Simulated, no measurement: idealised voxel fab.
This section sets out a process module, namely voxel transistor to metal.
The cross-section shown here is cut; it is 155 nm wide and divided into square cells measuring 5 nm on a side.
Cross-section format: a grid of square cells, given as bands from top to bottom; each band is one or more rows of cells.
Look at the band entry: it leads with the top's height and the bottom's height in nm. Then it lists the materials left to right, with a width in nm for each. The word "edge to edge" on a single material says that material fills the band edge to edge. The word "blank" is empty space.
Note: height 0 marks the level under which the wafer is uniformly one material as received. Lowest band unbounded below, written "0..down".
A width such as "30 to 40" changes by the same amount from each row of cells to the next, from the band's top row to its bottom row.
Any step labelled "nothing altered" changed none of the cells in the cross-section.
What "closed voids" gives you is every empty space of 8 cells or more that is cut off from the top. Each appears as width x height at distance, with the distance taken from the left edge and width, height and distance all in nm.
Anything after a step's settings on that line? It's the simulator's own note about the step.
overlay nm: how far to the right of its planned place the mask lay on this masked step (negative: to the left).
### The following list gives the planned process steps
1,RECEIVE with material Si
2,CONFORMAL_DEP with material SiO2, thk nm 5
3,CONFORMAL_DEP with material SiN, thk nm 10
4,PATTERN with tone cover, mask id ACTIVE, material resist, width nm 105, thk nm 15, overlay nm 0
5,DIRECTIONAL_ETCH with etch materials SiN, depth nm 10
6,DIRECTIONAL_ETCH with etch materials SiO2, depth nm 5
7,DIRECTIONAL_ETCH with etch materials Si, depth nm 35
8,STRIP with etch materials resist
9,OXIDIZE with depth nm 5
10,FILL_DEP with material SiO2, thk nm 10
11,CMP with height nm 15
12,SELECTIVE_ETCH with etch materials SiO2, depth nm 10
13,STRIP with etch materials SiN
14,SELECTIVE_ETCH with etch materials SiO2, depth nm 5
15,OXIDIZE with depth nm 5
16,DIRECTIONAL_DEP with material polySi, thk nm 20
17,DIRECTIONAL_DEP with material SiCN, thk nm 10
18,MASKED_ETCH with tone cover, mask id GATE, width nm 25, etch materials SiCN, depth nm 20, overlay nm 0
19,MASKED_ETCH with tone cover, mask id GATE, width nm 25, etch materials polySi, depth nm 30, overlay nm 0
20,CONFORMAL_DEP with material SiN, thk nm 10
21,DIRECTIONAL_ETCH with etch materials SiN, depth nm 10
22,DIRECTIONAL_ETCH with etch materials SiO2, depth nm 5
23,EPI with material SiGe, thk nm 5
24,FILL_DEP with material SiO2, thk nm 10
25,CMP with height nm 30
26,DIRECTIONAL_DEP with material SiO2, thk nm 10
27,MASKED_ETCH with tone open, mask id CONTACT, width nm 25, pitch nm 60, etch materials SiO2, depth nm 40, overlay nm 0
28,CONFORMAL_DEP with material TiN, thk nm 5
29,FILL_DEP with material Ru, thk nm 5
30,CMP with height nm 40
31,CONFORMAL_DEP with material SiN, thk nm 5
32,DIRECTIONAL_DEP with material SiO2, thk nm 20
33,PATTERN with tone open, mask id METAL_1, material resist, width nm 15, pitch nm 70, thk nm 20, overlay nm 0
34,DIRECTIONAL_ETCH with etch materials SiO2, depth nm 20
35,DIRECTIONAL_ETCH with etch materials SiN, depth nm 5
36,STRIP with etch materials resist
37,CONFORMAL_DEP with material TiN, thk nm 5
38,FILL_DEP with material Cu, thk nm 5
39,CMP with height nm 65
40,EPI with material Ru, thk nm 5
41,FILL_DEP with material SiCN, thk nm 5
42,DIRECTIONAL_DEP with material lowk, thk nm 35
43,DIRECTIONAL_DEP with material aC, thk nm 15
44,PATTERN with tone open, mask id METAL_2, material resist, width nm 15, pitch nm 70, thk nm 30, overlay nm 0
45,DIRECTIONAL_ETCH with etch materials aC, depth nm 15
46,STRIP with etch materials resist
47,DIRECTIONAL_ETCH with etch materials lowk, depth nm 20
48,STRIP with etch materials aC
49,PATTERN with tone open, mask id METAL_2_HOLES, material resist, width nm 15, pitch nm 70, thk nm 15, overlay nm 0
50,DIRECTIONAL_ETCH with etch materials lowk, depth nm 15
51,DIRECTIONAL_ETCH with etch materials SiCN, depth nm 5
52,STRIP with etch materials resist
53,CONFORMAL_DEP with material TiN, thk nm 5
54,FILL_DEP with material Ru, thk nm 5
55,CMP with height nm 110
56,CONFORMAL_DEP with material SiCN, thk nm 5
### First out of two wafers; run went to plan
### as received, after step 1
0..down  Si edge to edge
closed voids: none
### Once step 2 is through, the wafer looks like this in cross-section
5..0  SiO2 edge to edge
Rest of section, below 0: as before.
### Once step 3 is through, the wafer looks like this in cross-section
15..5  SiN edge to edge
Rest of section, below 5: as before.
### Once step 4 is through, the wafer looks like this in cross-section
30..15  25 blank / 105 resist / 25 blank
Rest of section, below 15: as before.
### Once step 5 is through, the wafer looks like this in cross-section
30..15  25 blank / 105 resist / 25 blank
15..5  25 blank / 105 SiN / 25 blank
Rest of section, below 5: as before.
### Once step 6 is through, the wafer looks like this in cross-section
30..15  25 blank / 105 resist / 25 blank
15..5  25 blank / 105 SiN / 25 blank
5..0  25 blank / 105 SiO2 / 25 blank
Rest of section, below 0: as before.
### Once step 7 is through, the wafer looks like this in cross-section
30..15  25 blank / 105 resist / 25 blank
15..5  25 blank / 105 SiN / 25 blank
5..0  25 blank / 105 SiO2 / 25 blank
0..-35  25 blank / 105 Si / 25 blank
Rest of section, below -35: as before.
### Once step 8 is through, the wafer looks like this in cross-section
15..5  25 blank / 105 SiN / 25 blank
Rest of section, below 5: as before.
### Once step 9 is through, the wafer looks like this in cross-section
15..5  25 blank / 105 SiN / 25 blank
5..0  25 blank / 105 SiO2 / 25 blank
0..-35  25 blank / 5 SiO2 / 95 Si / 5 SiO2 / 25 blank
-35..-40  30 SiO2 / 95 Si / 30 SiO2
Rest of section, below -40: as before.
### Once step 10 is through, the wafer looks like this in cross-section
25..15  SiO2 edge to edge
15..5  25 SiO2 / 105 SiN / 25 SiO2
5..0  SiO2 edge to edge
0..-40  30 SiO2 / 95 Si / 30 SiO2
Rest of section, below -40: as before.
### Once step 11 is through, the wafer looks like this in cross-section
15..5  25 SiO2 / 105 SiN / 25 SiO2
Rest of section, below 5: as before.
### Once step 12 is through, the wafer looks like this in cross-section
15..5  25 blank / 105 SiN / 25 blank
Rest of section, below 5: as before.
### Once step 13 is through, the wafer looks like this in cross-section
5..0  SiO2 edge to edge
Rest of section, below 0: as before.
### Once step 14 is through, the wafer looks like this in cross-section
0..-40  30 SiO2 / 95 Si / 30 SiO2
Rest of section, below -40: as before.
### Once step 15 is through, the wafer looks like this in cross-section
0..-5  SiO2 edge to edge
Rest of section, below -5: as before.
### Once step 16 is through, the wafer looks like this in cross-section
20..0  polySi edge to edge
Rest of section, below 0: as before.
### Once step 17 is through, the wafer looks like this in cross-section
30..20  SiCN edge to edge
Rest of section, below 20: as before.
### Once step 18 is through, the wafer looks like this in cross-section
30..20  65 blank / 25 SiCN / 65 blank
Rest of section, below 20: as before.
### Once step 19 is through, the wafer looks like this in cross-section
30..20  65 blank / 25 SiCN / 65 blank
20..0  65 blank / 25 polySi / 65 blank
Rest of section, below 0: as before.
### Once step 20 is through, the wafer looks like this in cross-section
40..30  55 blank / 45 SiN / 55 blank
30..20  55 blank / 10 SiN / 25 SiCN / 10 SiN / 55 blank
20..10  55 blank / 10 SiN / 25 polySi / 10 SiN / 55 blank
10..0  65 SiN / 25 polySi / 65 SiN
Rest of section, below 0: as before.
### Once step 21 is through, the wafer looks like this in cross-section
30..20  55 blank / 10 SiN / 25 SiCN / 10 SiN / 55 blank
20..0  55 blank / 10 SiN / 25 polySi / 10 SiN / 55 blank
Rest of section, below 0: as before.
### Once step 22 is through, the wafer looks like this in cross-section
30..20  55 blank / 10 SiN / 25 SiCN / 10 SiN / 55 blank
20..0  55 blank / 10 SiN / 25 polySi / 10 SiN / 55 blank
0..-5  55 blank / 45 SiO2 / 55 blank
Rest of section, below -5: as before.
### Once step 23 is through, the wafer looks like this in cross-section
30..20  55 blank / 10 SiN / 25 SiCN / 10 SiN / 55 blank
20..0  55 blank / 10 SiN / 25 polySi / 10 SiN / 55 blank
0..-5  25 blank / 30 SiGe / 45 SiO2 / 30 SiGe / 25 blank
Rest of section, below -5: as before.
### Once step 24 is through, the wafer looks like this in cross-section
40..30  SiO2 edge to edge
30..20  55 SiO2 / 10 SiN / 25 SiCN / 10 SiN / 55 SiO2
20..0  55 SiO2 / 10 SiN / 25 polySi / 10 SiN / 55 SiO2
0..-5  25 SiO2 / 30 SiGe / 45 SiO2 / 30 SiGe / 25 SiO2
Rest of section, below -5: as before.
### Once step 25 is through, the wafer looks like this in cross-section
30..20  55 SiO2 / 10 SiN / 25 SiCN / 10 SiN / 55 SiO2
Rest of section, below 20: as before.
### Once step 26 is through, the wafer looks like this in cross-section
40..30  SiO2 edge to edge
Rest of section, below 30: as before.
### Once step 27 is through, the wafer looks like this in cross-section
40..30  35 SiO2 / 25 blank / 35 SiO2 / 25 blank / 35 SiO2
30..20  35 SiO2 / 20 blank / 10 SiN / 25 SiCN / 10 SiN / 20 blank / 35 SiO2
20..0  35 SiO2 / 20 blank / 10 SiN / 25 polySi / 10 SiN / 20 blank / 35 SiO2
Rest of section, below 0: as before.
### Once step 28 is through, the wafer looks like this in cross-section
45..40  40 TiN / 15 blank / 45 TiN / 15 blank / 40 TiN
40..30  35 SiO2 / 5 TiN / 15 to 10 blank / 5 to 10 TiN / 35 SiO2 / 5 to 10 TiN / 15 to 10 blank / 5 TiN / 35 SiO2
30..20  35 SiO2 / 5 TiN / 10 blank / 5 TiN / 10 SiN / 25 SiCN / 10 SiN / 5 TiN / 10 blank / 5 TiN / 35 SiO2
20..5  35 SiO2 / 5 TiN / 10 blank / 5 TiN / 10 SiN / 25 polySi / 10 SiN / 5 TiN / 10 blank / 5 TiN / 35 SiO2
5..0  35 SiO2 / 20 TiN / 10 SiN / 25 polySi / 10 SiN / 20 TiN / 35 SiO2
Rest of section, below 0: as before.
### Once step 29 is through, the wafer looks like this in cross-section
50..45  Ru edge to edge
45..40  40 TiN / 15 Ru / 45 TiN / 15 Ru / 40 TiN
40..30  35 SiO2 / 5 TiN / 15 to 10 Ru / 5 to 10 TiN / 35 SiO2 / 5 to 10 TiN / 15 to 10 Ru / 5 TiN / 35 SiO2
30..20  35 SiO2 / 5 TiN / 10 Ru / 5 TiN / 10 SiN / 25 SiCN / 10 SiN / 5 TiN / 10 Ru / 5 TiN / 35 SiO2
20..5  35 SiO2 / 5 TiN / 10 Ru / 5 TiN / 10 SiN / 25 polySi / 10 SiN / 5 TiN / 10 Ru / 5 TiN / 35 SiO2
Rest of section, below 5: as before.
### Once step 30 is through, the wafer looks like this in cross-section
40..30  35 SiO2 / 5 TiN / 15 to 10 Ru / 5 to 10 TiN / 35 SiO2 / 5 to 10 TiN / 15 to 10 Ru / 5 TiN / 35 SiO2
Rest of section, below 30: as before.
### Once step 31 is through, the wafer looks like this in cross-section
45..40  SiN edge to edge
Rest of section, below 40: as before.
### Once step 32 is through, the wafer looks like this in cross-section
65..45  SiO2 edge to edge
Rest of section, below 45: as before.
### Once step 33 is through, the wafer looks like this in cross-section
85..65  35 resist / 15 blank / 55 resist / 15 blank / 35 resist
Rest of section, below 65: as before.
### Once step 34 is through, the wafer looks like this in cross-section
85..65  35 resist / 15 blank / 55 resist / 15 blank / 35 resist
65..45  35 SiO2 / 15 blank / 55 SiO2 / 15 blank / 35 SiO2
Rest of section, below 45: as before.
### Once step 35 is through, the wafer looks like this in cross-section
85..65  35 resist / 15 blank / 55 resist / 15 blank / 35 resist
65..45  35 SiO2 / 15 blank / 55 SiO2 / 15 blank / 35 SiO2
45..40  35 SiN / 15 blank / 55 SiN / 15 blank / 35 SiN
Rest of section, below 40: as before.
### Once step 36 is through, the wafer looks like this in cross-section
65..45  35 SiO2 / 15 blank / 55 SiO2 / 15 blank / 35 SiO2
Rest of section, below 45: as before.
### Once step 37 is through, the wafer looks like this in cross-section
70..65  40 TiN / 5 blank / 65 TiN / 5 blank / 40 TiN
65..45  35 SiO2 / 5 TiN / 5 blank / 5 TiN / 55 SiO2 / 5 TiN / 5 blank / 5 TiN / 35 SiO2
45..40  35 SiN / 15 TiN / 55 SiN / 15 TiN / 35 SiN
Rest of section, below 40: as before.
### Once step 38 is through, the wafer looks like this in cross-section
75..70  Cu edge to edge
70..65  40 TiN / 5 Cu / 65 TiN / 5 Cu / 40 TiN
65..45  35 SiO2 / 5 TiN / 5 Cu / 5 TiN / 55 SiO2 / 5 TiN / 5 Cu / 5 TiN / 35 SiO2
Rest of section, below 45: as before.
### Once step 39 is through, the wafer looks like this in cross-section
65..45  35 SiO2 / 5 TiN / 5 Cu / 5 TiN / 55 SiO2 / 5 TiN / 5 Cu / 5 TiN / 35 SiO2
Rest of section, below 45: as before.
### Once step 40 is through, the wafer looks like this in cross-section
70..65  30 blank / 25 Ru / 45 blank / 25 Ru / 30 blank
Rest of section, below 65: as before.
### Once step 41 is through, the wafer looks like this in cross-section
75..70  SiCN edge to edge
70..65  30 SiCN / 25 Ru / 45 SiCN / 25 Ru / 30 SiCN
Rest of section, below 65: as before.
### Once step 42 is through, the wafer looks like this in cross-section
110..75  lowk edge to edge
Rest of section, below 75: as before.
### Once step 43 is through, the wafer looks like this in cross-section
125..110  aC edge to edge
Rest of section, below 110: as before.
### Once step 44 is through, the wafer looks like this in cross-section
155..125  35 resist / 15 blank / 55 resist / 15 blank / 35 resist
Rest of section, below 125: as before.
### Once step 45 is through, the wafer looks like this in cross-section
140..125  35 resist / 15 blank / 55 resist / 15 blank / 35 resist
125..110  35 aC / 15 blank / 55 aC / 15 blank / 35 aC
Rest of section, below 110: as before.
### Once step 46 is through, the wafer looks like this in cross-section
125..110  35 aC / 15 blank / 55 aC / 15 blank / 35 aC
Rest of section, below 110: as before.
### Once step 47 is through, the wafer looks like this in cross-section
125..110  35 aC / 15 blank / 55 aC / 15 blank / 35 aC
110..90  35 lowk / 15 blank / 55 lowk / 15 blank / 35 lowk
Rest of section, below 90: as before.
### Once step 48 is through, the wafer looks like this in cross-section
110..90  35 lowk / 15 blank / 55 lowk / 15 blank / 35 lowk
Rest of section, below 90: as before.
### Once step 49 is through, the wafer looks like this in cross-section
125..110  35 resist / 15 blank / 55 resist / 15 blank / 35 resist
Rest of section, below 110: as before.
### Once step 50 is through, the wafer looks like this in cross-section
125..110  35 resist / 15 blank / 55 resist / 15 blank / 35 resist
110..75  35 lowk / 15 blank / 55 lowk / 15 blank / 35 lowk
Rest of section, below 75: as before.
### Once step 51 is through, the wafer looks like this in cross-section
125..110  35 resist / 15 blank / 55 resist / 15 blank / 35 resist
110..75  35 lowk / 15 blank / 55 lowk / 15 blank / 35 lowk
75..70  35 SiCN / 15 blank / 55 SiCN / 15 blank / 35 SiCN
Rest of section, below 70: as before.
### Once step 52 is through, the wafer looks like this in cross-section
110..75  35 lowk / 15 blank / 55 lowk / 15 blank / 35 lowk
Rest of section, below 75: as before.
### Once step 53 is through, the wafer looks like this in cross-section
115..110  40 TiN / 5 blank / 65 TiN / 5 blank / 40 TiN
110..75  35 lowk / 5 TiN / 5 blank / 5 TiN / 55 lowk / 5 TiN / 5 blank / 5 TiN / 35 lowk
75..70  35 SiCN / 15 TiN / 55 SiCN / 15 TiN / 35 SiCN
Rest of section, below 70: as before.
### Once step 54 is through, the wafer looks like this in cross-section
120..115  Ru edge to edge
115..110  40 TiN / 5 Ru / 65 TiN / 5 Ru / 40 TiN
110..75  35 lowk / 5 TiN / 5 Ru / 5 TiN / 55 lowk / 5 TiN / 5 Ru / 5 TiN / 35 lowk
Rest of section, below 75: as before.
### Once step 55 is through, the wafer looks like this in cross-section
110..75  35 lowk / 5 TiN / 5 Ru / 5 TiN / 55 lowk / 5 TiN / 5 Ru / 5 TiN / 35 lowk
Rest of section, below 75: as before.
### Once step 56 is through, the wafer looks like this in cross-section
115..110  SiCN edge to edge
Rest of section, below 110: as before.
### Here the second wafer is described. Its start and its plan were those of the first wafer. Its run contained one mistake. Up to and including step 6, it did exactly what the first wafer did
### Second wafer, cut view, end of step 7 per plan
30..15  25 blank / 105 resist / 25 blank
15..5  25 blank / 105 SiN / 25 blank
5..0  25 blank / 105 SiO2 / 25 blank
0..-70  25 blank / 105 Si / 25 blank
Rest of section, below -70: as before.
### Second wafer, cut view, end of step 8 per plan
15..5  25 blank / 105 SiN / 25 blank
Rest of section, below 5: as before.
### Second wafer, cut view, end of step 9 per plan
15..5  25 blank / 105 SiN / 25 blank
5..0  25 blank / 105 SiO2 / 25 blank
0..-70  25 blank / 5 SiO2 / 95 Si / 5 SiO2 / 25 blank
-70..-75  30 SiO2 / 95 Si / 30 SiO2
Rest of section, below -75: as before.
### Second wafer, cut view, end of step 10 per plan
25..15  SiO2 edge to edge
15..5  25 SiO2 / 105 SiN / 25 SiO2
5..0  SiO2 edge to edge
0..-75  30 SiO2 / 95 Si / 30 SiO2
Rest of section, below -75: as before.
### Second wafer, cut view, end of step 11 per plan
15..5  25 SiO2 / 105 SiN / 25 SiO2
Rest of section, below 5: as before.
### Second wafer, cut view, end of step 12 per plan
15..5  25 blank / 105 SiN / 25 blank
Rest of section, below 5: as before.
### Second wafer, cut view, end of step 13 per plan
5..0  SiO2 edge to edge
Rest of section, below 0: as before.
### Second wafer, cut view, end of step 14 per plan
0..-75  30 SiO2 / 95 Si / 30 SiO2
Rest of section, below -75: as before.
### Second wafer, cut view, end of step 15 per plan
0..-5  SiO2 edge to edge
Rest of section, below -5: as before.
### Second wafer, cut view, end of step 16 per plan
20..0  polySi edge to edge
Rest of section, below 0: as before.
### Second wafer, cut view, end of step 17 per plan
30..20  SiCN edge to edge
Rest of section, below 20: as before.
### Second wafer, cut view, end of step 18 per plan
30..20  65 blank / 25 SiCN / 65 blank
Rest of section, below 20: as before.
### Second wafer, cut view, end of step 19 per plan
30..20  65 blank / 25 SiCN / 65 blank
20..0  65 blank / 25 polySi / 65 blank
Rest of section, below 0: as before.
### Second wafer, cut view, end of step 20 per plan
40..30  55 blank / 45 SiN / 55 blank
30..20  55 blank / 10 SiN / 25 SiCN / 10 SiN / 55 blank
20..10  55 blank / 10 SiN / 25 polySi / 10 SiN / 55 blank
10..0  65 SiN / 25 polySi / 65 SiN
Rest of section, below 0: as before.
### Second wafer, cut view, end of step 21 per plan
30..20  55 blank / 10 SiN / 25 SiCN / 10 SiN / 55 blank
20..0  55 blank / 10 SiN / 25 polySi / 10 SiN / 55 blank
Rest of section, below 0: as before.
### Second wafer, cut view, end of step 22 per plan
30..20  55 blank / 10 SiN / 25 SiCN / 10 SiN / 55 blank
20..0  55 blank / 10 SiN / 25 polySi / 10 SiN / 55 blank
0..-5  55 blank / 45 SiO2 / 55 blank
Rest of section, below -5: as before.
### Second wafer, cut view, end of step 23 per plan
30..20  55 blank / 10 SiN / 25 SiCN / 10 SiN / 55 blank
20..0  55 blank / 10 SiN / 25 polySi / 10 SiN / 55 blank
0..-5  25 blank / 30 SiGe / 45 SiO2 / 30 SiGe / 25 blank
Rest of section, below -5: as before.
### Second wafer, cut view, end of step 24 per plan
40..30  SiO2 edge to edge
30..20  55 SiO2 / 10 SiN / 25 SiCN / 10 SiN / 55 SiO2
20..0  55 SiO2 / 10 SiN / 25 polySi / 10 SiN / 55 SiO2
0..-5  25 SiO2 / 30 SiGe / 45 SiO2 / 30 SiGe / 25 SiO2
Rest of section, below -5: as before.
### Second wafer, cut view, end of step 25 per plan
30..20  55 SiO2 / 10 SiN / 25 SiCN / 10 SiN / 55 SiO2
Rest of section, below 20: as before.
### Second wafer, cut view, end of step 26 per plan
40..30  SiO2 edge to edge
Rest of section, below 30: as before.
### Second wafer, cut view, end of step 27 per plan
40..30  35 SiO2 / 25 blank / 35 SiO2 / 25 blank / 35 SiO2
30..20  35 SiO2 / 20 blank / 10 SiN / 25 SiCN / 10 SiN / 20 blank / 35 SiO2
20..0  35 SiO2 / 20 blank / 10 SiN / 25 polySi / 10 SiN / 20 blank / 35 SiO2
Rest of section, below 0: as before.
### Second wafer, cut view, end of step 28 per plan
45..40  40 TiN / 15 blank / 45 TiN / 15 blank / 40 TiN
40..30  35 SiO2 / 5 TiN / 15 to 10 blank / 5 to 10 TiN / 35 SiO2 / 5 to 10 TiN / 15 to 10 blank / 5 TiN / 35 SiO2
30..20  35 SiO2 / 5 TiN / 10 blank / 5 TiN / 10 SiN / 25 SiCN / 10 SiN / 5 TiN / 10 blank / 5 TiN / 35 SiO2
20..5  35 SiO2 / 5 TiN / 10 blank / 5 TiN / 10 SiN / 25 polySi / 10 SiN / 5 TiN / 10 blank / 5 TiN / 35 SiO2
5..0  35 SiO2 / 20 TiN / 10 SiN / 25 polySi / 10 SiN / 20 TiN / 35 SiO2
Rest of section, below 0: as before.
### Second wafer, cut view, end of step 29 per plan
50..45  Ru edge to edge
45..40  40 TiN / 15 Ru / 45 TiN / 15 Ru / 40 TiN
40..30  35 SiO2 / 5 TiN / 15 to 10 Ru / 5 to 10 TiN / 35 SiO2 / 5 to 10 TiN / 15 to 10 Ru / 5 TiN / 35 SiO2
30..20  35 SiO2 / 5 TiN / 10 Ru / 5 TiN / 10 SiN / 25 SiCN / 10 SiN / 5 TiN / 10 Ru / 5 TiN / 35 SiO2
20..5  35 SiO2 / 5 TiN / 10 Ru / 5 TiN / 10 SiN / 25 polySi / 10 SiN / 5 TiN / 10 Ru / 5 TiN / 35 SiO2
Rest of section, below 5: as before.
### Second wafer, cut view, end of step 30 per plan
40..30  35 SiO2 / 5 TiN / 15 to 10 Ru / 5 to 10 TiN / 35 SiO2 / 5 to 10 TiN / 15 to 10 Ru / 5 TiN / 35 SiO2
Rest of section, below 30: as before.
### Second wafer, cut view, end of step 31 per plan
45..40  SiN edge to edge
Rest of section, below 40: as before.
### Second wafer, cut view, end of step 32 per plan
65..45  SiO2 edge to edge
Rest of section, below 45: as before.
### Second wafer, cut view, end of step 33 per plan
85..65  35 resist / 15 blank / 55 resist / 15 blank / 35 resist
Rest of section, below 65: as before.
### Second wafer, cut view, end of step 34 per plan
85..65  35 resist / 15 blank / 55 resist / 15 blank / 35 resist
65..45  35 SiO2 / 15 blank / 55 SiO2 / 15 blank / 35 SiO2
Rest of section, below 45: as before.
### Second wafer, cut view, end of step 35 per plan
85..65  35 resist / 15 blank / 55 resist / 15 blank / 35 resist
65..45  35 SiO2 / 15 blank / 55 SiO2 / 15 blank / 35 SiO2
45..40  35 SiN / 15 blank / 55 SiN / 15 blank / 35 SiN
Rest of section, below 40: as before.
### Second wafer, cut view, end of step 36 per plan
65..45  35 SiO2 / 15 blank / 55 SiO2 / 15 blank / 35 SiO2
Rest of section, below 45: as before.
### Second wafer, cut view, end of step 37 per plan
70..65  40 TiN / 5 blank / 65 TiN / 5 blank / 40 TiN
65..45  35 SiO2 / 5 TiN / 5 blank / 5 TiN / 55 SiO2 / 5 TiN / 5 blank / 5 TiN / 35 SiO2
45..40  35 SiN / 15 TiN / 55 SiN / 15 TiN / 35 SiN
Rest of section, below 40: as before.
### Second wafer, cut view, end of step 38 per plan
75..70  Cu edge to edge
70..65  40 TiN / 5 Cu / 65 TiN / 5 Cu / 40 TiN
65..45  35 SiO2 / 5 TiN / 5 Cu / 5 TiN / 55 SiO2 / 5 TiN / 5 Cu / 5 TiN / 35 SiO2
Rest of section, below 45: as before.
### Second wafer, cut view, end of step 39 per plan
65..45  35 SiO2 / 5 TiN / 5 Cu / 5 TiN / 55 SiO2 / 5 TiN / 5 Cu / 5 TiN / 35 SiO2
Rest of section, below 45: as before.
### Second wafer, cut view, end of step 40 per plan
70..65  30 blank / 25 Ru / 45 blank / 25 Ru / 30 blank
Rest of section, below 65: as before.
### Second wafer, cut view, end of step 41 per plan
75..70  SiCN edge to edge
70..65  30 SiCN / 25 Ru / 45 SiCN / 25 Ru / 30 SiCN
Rest of section, below 65: as before.
### Second wafer, cut view, end of step 42 per plan
110..75  lowk edge to edge
Rest of section, below 75: as before.
### Second wafer, cut view, end of step 43 per plan
125..110  aC edge to edge
Rest of section, below 110: as before.
### Second wafer, cut view, end of step 44 per plan
155..125  35 resist / 15 blank / 55 resist / 15 blank / 35 resist
Rest of section, below 125: as before.
### Second wafer, cut view, end of step 45 per plan
140..125  35 resist / 15 blank / 55 resist / 15 blank / 35 resist
125..110  35 aC / 15 blank / 55 aC / 15 blank / 35 aC
Rest of section, below 110: as before.
### Second wafer, cut view, end of step 46 per plan
125..110  35 aC / 15 blank / 55 aC / 15 blank / 35 aC
Rest of section, below 110: as before.
### Second wafer, cut view, end of step 47 per plan
125..110  35 aC / 15 blank / 55 aC / 15 blank / 35 aC
110..90  35 lowk / 15 blank / 55 lowk / 15 blank / 35 lowk
Rest of section, below 90: as before.
### Second wafer, cut view, end of step 48 per plan
110..90  35 lowk / 15 blank / 55 lowk / 15 blank / 35 lowk
Rest of section, below 90: as before.
### Second wafer, cut view, end of step 49 per plan
125..110  35 resist / 15 blank / 55 resist / 15 blank / 35 resist
Rest of section, below 110: as before.
### Second wafer, cut view, end of step 50 per plan
125..110  35 resist / 15 blank / 55 resist / 15 blank / 35 resist
110..75  35 lowk / 15 blank / 55 lowk / 15 blank / 35 lowk
Rest of section, below 75: as before.
### Second wafer, cut view, end of step 51 per plan
125..110  35 resist / 15 blank / 55 resist / 15 blank / 35 resist
110..75  35 lowk / 15 blank / 55 lowk / 15 blank / 35 lowk
75..70  35 SiCN / 15 blank / 55 SiCN / 15 blank / 35 SiCN
Rest of section, below 70: as before.
### Second wafer, cut view, end of step 52 per plan
110..75  35 lowk / 15 blank / 55 lowk / 15 blank / 35 lowk
Rest of section, below 75: as before.
### Second wafer, cut view, end of step 53 per plan
115..110  40 TiN / 5 blank / 65 TiN / 5 blank / 40 TiN
110..75  35 lowk / 5 TiN / 5 blank / 5 TiN / 55 lowk / 5 TiN / 5 blank / 5 TiN / 35 lowk
75..70  35 SiCN / 15 TiN / 55 SiCN / 15 TiN / 35 SiCN
Rest of section, below 70: as before.
### Second wafer, cut view, end of step 54 per plan
120..115  Ru edge to edge
115..110  40 TiN / 5 Ru / 65 TiN / 5 Ru / 40 TiN
110..75  35 lowk / 5 TiN / 5 Ru / 5 TiN / 55 lowk / 5 TiN / 5 Ru / 5 TiN / 35 lowk
Rest of section, below 75: as before.
### Second wafer, cut view, end of step 55 per plan
110..75  35 lowk / 5 TiN / 5 Ru / 5 TiN / 55 lowk / 5 TiN / 5 Ru / 5 TiN / 35 lowk
Rest of section, below 75: as before.
### Second wafer, cut view, end of step 56 per plan
115..110  SiCN edge to edge
Rest of section, below 110: as before.
Nonconformance to the process plan: plan step 7 was twice executed
Wafer comparison, final, in cells, second relative to first, materials more or fewer: 84 fewer of Si, 84 more of SiO2
